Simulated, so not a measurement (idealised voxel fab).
This section sets out a process module, namely voxel self aligned contacts.
The cross-section on display is named cut; it measures 215 nm wide, and its cells are 5 nm squares.
Notation: cross-section as square-cell grid; stated in bands, top first, going down; one or more cell rows per band.
It is stipulated that each band's entry specify, in nanometres, the height of the top of the band and then that of its bottom, followed by the materials of the band in left-to-right sequence, each together with its width in nanometres. A single material marked by the word "all across" is understood to fill the band from edge to edge; the word "blank" is understood to denote empty space.
Ref level 0: as-received wafer is one material below here. Bottom band extends down with no lower bound ("z 0 and below").
The width entry "30 to 40" should be interpreted row by row: the top row of cells in the band takes the first number, the bottom row takes the second number, and the change between adjacent rows is uniform throughout.
"identical to before" -> step changed no cross-section cell.
The list in "Trapped cavities" covers empty spaces of 8 cells or more that cannot reach the top through any open way, and it gives each as width x height at distance; the distance is from the left edge, and width, height and distance are in nm.
Anything after a step's settings on that line? It's the simulator's own note about the step.
overlay nm: where the mask lay relative to plan, measured to the right, on steps with a mask; negatives go left.
Planned step list for the process
step 1: RECEIVE,material Si
step 2: OXIDIZE,depth nm 5
step 3: DIRECTIONAL_DEP,material polySi,thk nm 20
step 4: DIRECTIONAL_DEP,material SiN,thk nm 20
step 5: PATTERN,tone cover,mask id GATE,material resist,width nm 25,pitch nm 60,thk nm 20,overlay nm 0
step 6: DIRECTIONAL_ETCH,etch materials SiN,depth nm 20
step 7: DIRECTIONAL_ETCH,etch materials polySi,depth nm 20
step 8: STRIP,etch materials resist
step 9: CONFORMAL_DEP,material SiN,thk nm 10
step 10: DIRECTIONAL_ETCH,etch materials SiN,depth nm 10
step 11: FILL_DEP,material SiO2,thk nm 15
step 12: CMP,height nm 45
step 13: DIRECTIONAL_DEP,material aC,thk nm 15
step 14: PATTERN,tone open,mask id CONTACT,material resist,width nm 45,pitch nm 60,thk nm 35,overlay nm 0
step 15: DIRECTIONAL_ETCH,etch materials aC,depth nm 15
step 16: STRIP,etch materials resist
step 17: DIRECTIONAL_ETCH,etch materials SiO2,depth nm 50
step 18: STRIP,etch materials aC
step 19: CONFORMAL_DEP,material TiN,thk nm 5
step 20: FILL_DEP,material W,thk nm 5
step 21: CMP,height nm 45
step 22: CONFORMAL_DEP,material SiN,thk nm 5
First wafer out of two, processed as planned
Cross-section of the wafer at receipt, which is the condition after step 1
  z 0 and below  Si all across
  Trapped cavities: none
How the wafer stands in section after step 2
  z 0 to -5  SiO2 all across
  Under -5: no change, same as before.
How the wafer stands in section after step 3
  z 20 to 0  polySi all across
  Under 0: no change, same as before.
How the wafer stands in section after step 4
  z 40 to 20  SiN all across
  Under 20: no change, same as before.
How the wafer stands in section after step 5
  z 60 to 40  blank (35); resist (25); blank (35); resist (25); blank (35); resist (25); blank (35)
  Under 40: no change, same as before.
How the wafer stands in section after step 6
  z 60 to 40  blank (35); resist (25); blank (35); resist (25); blank (35); resist (25); blank (35)
  z 40 to 20  blank (35); SiN (25); blank (35); SiN (25); blank (35); SiN (25); blank (35)
  Under 20: no change, same as before.
How the wafer stands in section after step 7
  z 60 to 40  blank (35); resist (25); blank (35); resist (25); blank (35); resist (25); blank (35)
  z 40 to 20  blank (35); SiN (25); blank (35); SiN (25); blank (35); SiN (25); blank (35)
  z 20 to 0  blank (35); polySi (25); blank (35); polySi (25); blank (35); polySi (25); blank (35)
  Under 0: no change, same as before.
How the wafer stands in section after step 8
  z 40 to 20  blank (35); SiN (25); blank (35); SiN (25); blank (35); SiN (25); blank (35)
  Under 20: no change, same as before.
How the wafer stands in section after step 9
  z 50 to 20  blank (25); SiN (45); blank (15); SiN (45); blank (15); SiN (45); blank (25)
  z 20 to 10  blank (25); SiN (10); polySi (25); SiN (10); blank (15); SiN (10); polySi (25); SiN (10); blank (15); SiN (10); polySi (25); SiN (10); blank (25)
  z 10 to 0  SiN (35); polySi (25); SiN (35); polySi (25); SiN (35); polySi (25); SiN (35)
  Under 0: no change, same as before.
How the wafer stands in section after step 10
  z 40 to 20  blank (25); SiN (45); blank (15); SiN (45); blank (15); SiN (45); blank (25)
  z 20 to 0  blank (25); SiN (10); polySi (25); SiN (10); blank (15); SiN (10); polySi (25); SiN (10); blank (15); SiN (10); polySi (25); SiN (10); blank (25)
  Under 0: no change, same as before.
How the wafer stands in section after step 11
  z 55 to 40  SiO2 all across
  z 40 to 20  SiO2 (25); SiN (45); SiO2 (15); SiN (45); SiO2 (15); SiN (45); SiO2 (25)
  z 20 to 0  SiO2 (25); SiN (10); polySi (25); SiN (10); SiO2 (15); SiN (10); polySi (25); SiN (10); SiO2 (15); SiN (10); polySi (25); SiN (10); SiO2 (25)
  Under 0: no change, same as before.
How the wafer stands in section after step 12
  z 45 to 40  SiO2 all across
  Under 40: no change, same as before.
How the wafer stands in section after step 13
  z 60 to 45  aC all across
  Under 45: no change, same as before.
How the wafer stands in section after step 14
  z 95 to 60  resist (55); blank (45); resist (15); blank (45); resist (55)
  Under 60: no change, same as before.
How the wafer stands in section after step 15
  z 80 to 60  resist (55); blank (45); resist (15); blank (45); resist (55)
  z 60 to 45  aC (55); blank (45); aC (15); blank (45); aC (55)
  Under 45: no change, same as before.
How the wafer stands in section after step 16
  z 60 to 45  aC (55); blank (45); aC (15); blank (45); aC (55)
  Under 45: no change, same as before.
How the wafer stands in section after step 17
  z 60 to 45  aC (55); blank (45); aC (15); blank (45); aC (55)
  z 45 to 40  SiO2 (55); blank (45); SiO2 (15); blank (45); SiO2 (55)
  z 40 to 20  SiO2 (25); SiN (45); blank (15); SiN (45); blank (15); SiN (45); SiO2 (25)
  z 20 to 0  SiO2 (25); SiN (10); polySi (25); SiN (10); blank (15); SiN (10); polySi (25); SiN (10); blank (15); SiN (10); polySi (25); SiN (10); SiO2 (25)
  z 0 to -5  SiO2 (70); blank (15); SiO2 (45); blank (15); SiO2 (70)
  Under -5: no change, same as before.
How the wafer stands in section after step 18
  z 45 to 40  SiO2 (55); blank (45); SiO2 (15); blank (45); SiO2 (55)
  Under 40: no change, same as before.
How the wafer stands in section after step 19
  z 50 to 45  TiN (60); blank (35); TiN (25); blank (35); TiN (60)
  z 45 to 40  SiO2 (55); TiN (20); blank (5); TiN (20); SiO2 (15); TiN (20); blank (5); TiN (20); SiO2 (55)
  z 40 to 20  SiO2 (25); SiN (45); TiN (5); blank (5); TiN (5); SiN (45); TiN (5); blank (5); TiN (5); SiN (45); SiO2 (25)
  z 20 to 0  SiO2 (25); SiN (10); polySi (25); SiN (10); TiN (5); blank (5); TiN (5); SiN (10); polySi (25); SiN (10); TiN (5); blank (5); TiN (5); SiN (10); polySi (25); SiN (10); SiO2 (25)
  z 0 to -5  SiO2 (70); TiN (15); SiO2 (45); TiN (15); SiO2 (70)
  Under -5: no change, same as before.
How the wafer stands in section after step 20
  z 55 to 50  W all across
  z 50 to 45  TiN (60); W (35); TiN (25); W (35); TiN (60)
  z 45 to 40  SiO2 (55); TiN (20); W (5); TiN (20); SiO2 (15); TiN (20); W (5); TiN (20); SiO2 (55)
  z 40 to 20  SiO2 (25); SiN (45); TiN (5); W (5); TiN (5); SiN (45); TiN (5); W (5); TiN (5); SiN (45); SiO2 (25)
  z 20 to 0  SiO2 (25); SiN (10); polySi (25); SiN (10); TiN (5); W (5); TiN (5); SiN (10); polySi (25); SiN (10); TiN (5); W (5); TiN (5); SiN (10); polySi (25); SiN (10); SiO2 (25)
  Under 0: no change, same as before.
How the wafer stands in section after step 21
  z 45 to 40  SiO2 (55); TiN (20); W (5); TiN (20); SiO2 (15); TiN (20); W (5); TiN (20); SiO2 (55)
  Under 40: no change, same as before.
How the wafer stands in section after step 22
  z 50 to 45  SiN all across
  Under 45: no change, same as before.
Second wafer, same starting state and plan as the first, one mistake in the run, identical through step 13
Cross-sectional representation of the second wafer at the time designated in the plan for the completion of step 14
  z 95 to 60  blank (55); resist (45); blank (15); resist (45); blank (55)
  Under 60: no change, same as before.
Cross-sectional representation of the second wafer at the time designated in the plan for the completion of step 15
  z 80 to 60  blank (55); resist (45); blank (15); resist (45); blank (55)
  z 60 to 45  blank (55); aC (45); blank (15); aC (45); blank (55)
  Under 45: no change, same as before.
Cross-sectional representation of the second wafer at the time designated in the plan for the completion of step 16
  z 60 to 45  blank (55); aC (45); blank (15); aC (45); blank (55)
  Under 45: no change, same as before.
Cross-sectional representation of the second wafer at the time designated in the plan for the completion of step 17
  z 60 to 45  blank (55); aC (45); blank (15); aC (45); blank (55)
  z 45 to 40  blank (55); SiO2 (45); blank (15); SiO2 (45); blank (55)
  z 40 to 20  blank (25); SiN (45); SiO2 (15); SiN (45); SiO2 (15); SiN (45); blank (25)
  z 20 to 0  blank (25); SiN (10); polySi (25); SiN (10); SiO2 (15); SiN (10); polySi (25); SiN (10); SiO2 (15); SiN (10); polySi (25); SiN (10); blank (25)
  z 0 to -5  blank (25); SiO2 (165); blank (25)
  Under -5: no change, same as before.
Cross-sectional representation of the second wafer at the time designated in the plan for the completion of step 18
  z 45 to 40  blank (55); SiO2 (45); blank (15); SiO2 (45); blank (55)
  Under 40: no change, same as before.
Cross-sectional representation of the second wafer at the time designated in the plan for the completion of step 19
  z 50 to 45  blank (50); TiN (55); blank (5); TiN (55); blank (50)
  z 45 to 40  blank (20); TiN (35); SiO2 (45); TiN (15); SiO2 (45); TiN (35); blank (20)
  z 40 to 20  blank (20); TiN (5); SiN (45); SiO2 (15); SiN (45); SiO2 (15); SiN (45); TiN (5); blank (20)
  z 20 to 0  blank (20); TiN (5); SiN (10); polySi (25); SiN (10); SiO2 (15); SiN (10); polySi (25); SiN (10); SiO2 (15); SiN (10); polySi (25); SiN (10); TiN (5); blank (20)
  z 0 to -5  TiN (25); SiO2 (165); TiN (25)
  Under -5: no change, same as before.
Cross-sectional representation of the second wafer at the time designated in the plan for the completion of step 20
  z 55 to 50  W all across
  z 50 to 45  W (50); TiN (55); W (5); TiN (55); W (50)
  z 45 to 40  W (20); TiN (35); SiO2 (45); TiN (15); SiO2 (45); TiN (35); W (20)
  z 40 to 20  W (20); TiN (5); SiN (45); SiO2 (15); SiN (45); SiO2 (15); SiN (45); TiN (5); W (20)
  z 20 to 0  W (20); TiN (5); SiN (10); polySi (25); SiN (10); SiO2 (15); SiN (10); polySi (25); SiN (10); SiO2 (15); SiN (10); polySi (25); SiN (10); TiN (5); W (20)
  Under 0: no change, same as before.
Cross-sectional representation of the second wafer at the time designated in the plan for the completion of step 21
  z 45 to 40  W (20); TiN (35); SiO2 (45); TiN (15); SiO2 (45); TiN (35); W (20)
  Under 40: no change, same as before.
Cross-sectional representation of the second wafer at the time designated in the plan for the completion of step 22
  z 50 to 45  SiN all across
  Under 45: no change, same as before.
what went wrong: step 14 was run on a setting that differed from the plan, and what really ran there is PATTERN,tone cover,mask id CONTACT,material resist,width nm 45,pitch nm 60,thk nm 35,overlay nm 0
Per the end-of-run cell counts, the second wafer holds more or fewer of some materials than the first: -43 SiO2, -11 TiN, +54 W
